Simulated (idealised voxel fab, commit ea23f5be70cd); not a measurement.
Herein follows the process module entitled voxel tone inversion.
Each square cell in cross-section cut measures 5 nm, and the section as a whole is 240 nm wide.
A cross-section is written here as square cells arranged in a grid, and it is given in bands from the top down, each band taking up one or more rows of cells. Heads up on the band format: heights come first, top then bottom, in nm. After that it's the materials left to right, each with its width in nm. A single material flagged "throughout" fills the whole band edge to edge, and "empty" means there's empty space there. Ref level 0: as-received wafer is one material below here. Bottom band extends down with no lower bound ("0 down"). The expression "30->40" gives the width at the extremes of the band, the first number at its top row of cells and the second at its bottom row, with the width changing by equal amounts from each row to the next in between. When a step is marked "changes: none", none of the cells in the cross-section changed during that step. In "Enclosed void list" the enclosed voids are listed, meaning empty spaces of 8 cells or larger without any opening to the top. The form is width x height at distance, distance from the left edge, units nm. Whatever follows a step's settings on its line is a remark the simulator itself makes about that step. Among the settings permitted on a step's line is "overlay nm"; applied to a step with a mask, it specifies the extent to which the mask lay to the right of its planned position, whereas a negative figure signifies a position to the left.
The following list gives the planned process steps
1,RECEIVE (material Si)
2,CONFORMAL_DEP (material SiCN; thk nm 5)
3,DIRECTIONAL_DEP (material polySi; thk nm 20)
4,PATTERN (tone cover; mask id POSTS; material resist; width nm 25; pitch nm 55; thk nm 30; overlay nm 0)
5,DIRECTIONAL_ETCH (etch materials polySi; depth nm 20)
6,STRIP (etch materials resist)
7,FILL_DEP (material lowk; thk nm 10)
8,CMP (height nm 25)
9,STRIP (etch materials polySi)
Cross-sectional view of the wafer in its as-received condition, corresponding to the state after step 1
* 0 down | Si throughout
* Enclosed void list: none
Wafer cross-section at module end: first of two, run to plan
* 25 to 5 | lowk 50 nm  empty 25 nm  lowk 30 nm  empty 25 nm  lowk 30 nm  empty 25 nm  lowk 55 nm
* 5 to 0 | SiCN throughout
* 0 down | Si throughout
* Enclosed void list: none
Wafer two, end of module, cross-section. Same start, same plan as wafer one. One mistake in the run
* 25 to 20 | SiCN throughout
* 20 to 0 | polySi throughout
* 0 down | Si throughout
* Enclosed void list: none
It is concluded that the wafer was processed incorrectly with respect to the plan, in that steps 2 and 3 of the plan were run in the wrong order, each in the other's place
Wafer comparison, final, in cells, second relative to first, materials more or fewer: -132 lowk; +192 polySi
